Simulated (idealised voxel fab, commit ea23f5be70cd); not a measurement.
Module name: voxel quadruple lines (process module)
For reference, the cross-section in this document is cut, with width 300 nm and square cells of 5 nm.
If you're reading a cross-section in this doc, picture square cells in a grid; it comes to you as bands, top ones listed first down to the bottom, and a band can be one or more rows of cells.
Read a band's entry like this: the first values are the height of its top and the height of its bottom in nm, and what follows is the sequence of materials from left to right, each with its width in nm. Note that "air" is empty space, and that a single material marked "all across" reaches across the band from edge to edge.
A quick word on heights: they are counted from 0, and under that level the wafer as it came to us is one material throughout. The lowest band is different from the rest in having no bottom; it simply continues downward, written as in "0..down".
With a width like "30->40", each row of cells in the band differs from the next by the same amount, the top row carrying the first number and the bottom row the second.
Where the words "no modifications" appear for a step, the cross-section shows no cell changed by that step; every cell remained as before.
In "Unvented cavities" the enclosed voids are listed, meaning empty spaces of 8 cells or larger without any opening to the top. The form is width x height at distance, distance from the left edge, units nm.
Where a step's line continues beyond its settings, the continuation is a remark by the simulator itself on that step.
The line of a step may include "overlay nm". On a step with a mask, this value is how far to the right of its planned place the mask lay. A negative value means the mask lay to the left.
LIST OF PLANNED PROCESS STEPS
step 1: RECEIVE (material Si)
step 2: CONFORMAL_DEP (material Al2O3; thk nm 5)
step 3: DIRECTIONAL_DEP (material W; thk nm 15)
step 4: DIRECTIONAL_DEP (material polySi; thk nm 20)
step 5: DIRECTIONAL_DEP (material aC; thk nm 25)
step 6: PATTERN (tone cover; mask id MANDREL; material resist; width nm 25; pitch nm 80; thk nm 35; overlay nm 0)
step 7: DIRECTIONAL_ETCH (etch materials aC; depth nm 25)
step 8: STRIP (etch materials resist)
step 9: CONFORMAL_DEP (material SiO2; thk nm 15)
step 10: DIRECTIONAL_ETCH (etch materials SiO2; depth nm 15)
step 11: STRIP (etch materials aC)
step 12: DIRECTIONAL_ETCH (etch materials polySi; depth nm 20)
step 13: STRIP (etch materials SiO2)
step 14: CONFORMAL_DEP (material SiCN; thk nm 5)
step 15: DIRECTIONAL_ETCH (etch materials SiCN; depth nm 5)
step 16: STRIP (etch materials polySi)
step 17: DIRECTIONAL_ETCH (etch materials W; depth nm 15)
step 18: STRIP (etch materials SiCN)
step 19: FILL_DEP (material SiO2; thk nm 10)
step 20: CMP (height nm 20)
WAFER AS RECEIVED: CROSS-SECTION FOLLOWING STEP 1
  0..down = Si all across
  Unvented cavities: none
STARTING STRUCTURE AND PROCESS PLAN ARE AS SHOWN ABOVE, BUT ONE MISTAKE WAS MADE IN RUNNING THE MODULE; THE WAFER CROSS-SECTION AT THE END OF THE MODULE FOLLOWS
  20..5 = 65 SiO2; 5 W; 15 SiO2; 5 W; 15 SiO2; 5 W; 15 SiO2; 5 W; 15 SiO2; 5 W; 15 SiO2; 5 W; 15 SiO2; 5 W; 15 SiO2; 5 W; 90 SiO2
  5..0 = Al2O3 all across
  0..down = Si all across
  Unvented cavities: none
Finding, execution versus plan: heads up, step 6 didn't go per plan, it actually ran as PATTERN (tone cover; mask id MANDREL; material resist; width nm 25; pitch nm 80; thk nm 35; overlay nm -10)
